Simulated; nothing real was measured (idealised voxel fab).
process module | voxel air gaps
This is section cut - it's 270 nm across, gridded in 5 nm square cells.
The cross-sections in this document take the form of a grid made of square cells. They are written out as bands, in order from top to bottom. Each band consists of one or more rows of cells.
Quick guide to a band line: top height, bottom height (nm) up front; then every material left to right with its width in nm. Only one material and it's marked "throughout"? Then it fills the band edge to edge. And "air" just means empty space.
We count height from 0. Below that, the starting wafer is all one material. The lowest band never ends at the bottom but goes on down; see "0..down" for how that is written.
Top row gets the first number, bottom row gets the second, and each row in between changes by the same step: that is how a band width like "30 to 40" works.
Basically "remained the same" means that step didn't change any cell in the cross-section.
Each empty space that has no open way to the top and spans at least 8 cells appears under "Entrapped void list" as width x height at distance, the distance counted from the left edge, all in nm.
Anything after a step's settings on that line? It's the simulator's own note about the step.
If you see "overlay nm" on a step's line and that step has a mask, it's telling you how far right of where it was planned the mask ended up; a negative number means it went left instead.
[Steps planned for the process]
1: RECEIVE [material Si]
2: CONFORMAL_DEP [material SiO2] [thk nm 15]
3: CONFORMAL_DEP [material SiCN] [thk nm 5]
4: DIRECTIONAL_DEP [material lowk] [thk nm 30]
5: PATTERN [tone open] [mask id LINES] [material resist] [width nm 25] [pitch nm 50] [thk nm 15] [overlay nm 0]
6: DIRECTIONAL_ETCH [etch materials lowk] [depth nm 30]
7: STRIP [etch materials resist]
8: CONFORMAL_DEP [material TiN] [thk nm 5]
9: FILL_DEP [material W] [thk nm 5]
10: CMP [height nm 50]
11: EPI [material Ru] [thk nm 10]
12: SELECTIVE_ETCH [etch materials lowk] [depth nm 40]
13: CONFORMAL_DEP [material SiCN] [thk nm 5]
[Shown in cross-section is the wafer as received, that is, as it stands after step 1]
- 0..down: Si throughout
- Entrapped void list: none
[Cross-section, end of module. Start: as above. Plan: as above. Execution: one mistake]
- 65..60: 50 of air, 155 of SiCN, 65 of air
- 60..50: 50 of air, 5 of SiCN, 45 of Ru, 5 of SiCN, 45 of Ru, 5 of SiCN, 45 of Ru, 5 of SiCN, 65 of air
- 50..45: 50 of air, 15 of SiCN, 5 of TiN, 15 of W, 5 of TiN, 25 of SiCN, 5 of TiN, 15 of W, 5 of TiN, 25 of SiCN, 5 of TiN, 15 of W, 5 of TiN, 15 of SiCN, 65 of air
- 45..25: 60 of air, 5 of SiCN, 5 of TiN, 15 of W, 5 of TiN, 5 of SiCN, 15 of air, 5 of SiCN, 5 of TiN, 15 of W, 5 of TiN, 5 of SiCN, 15 of air, 5 of SiCN, 5 of TiN, 15 of W, 5 of TiN, 5 of SiCN, 75 of air
- 25..20: 65 of SiCN, 25 of TiN, 25 of SiCN, 25 of TiN, 25 of SiCN, 25 of TiN, 80 of SiCN
- 20..15: SiCN throughout
- 15..0: SiO2 throughout
- 0..down: Si throughout
- Entrapped void list: 15 x 20 at 95; 15 x 20 at 145
Plan not followed: for step 5, the planned setting was not used; the step was instead run as PATTERN [tone open] [mask id LINES] [material resist] [width nm 25] [pitch nm 50] [thk nm 15] [overlay nm -5]
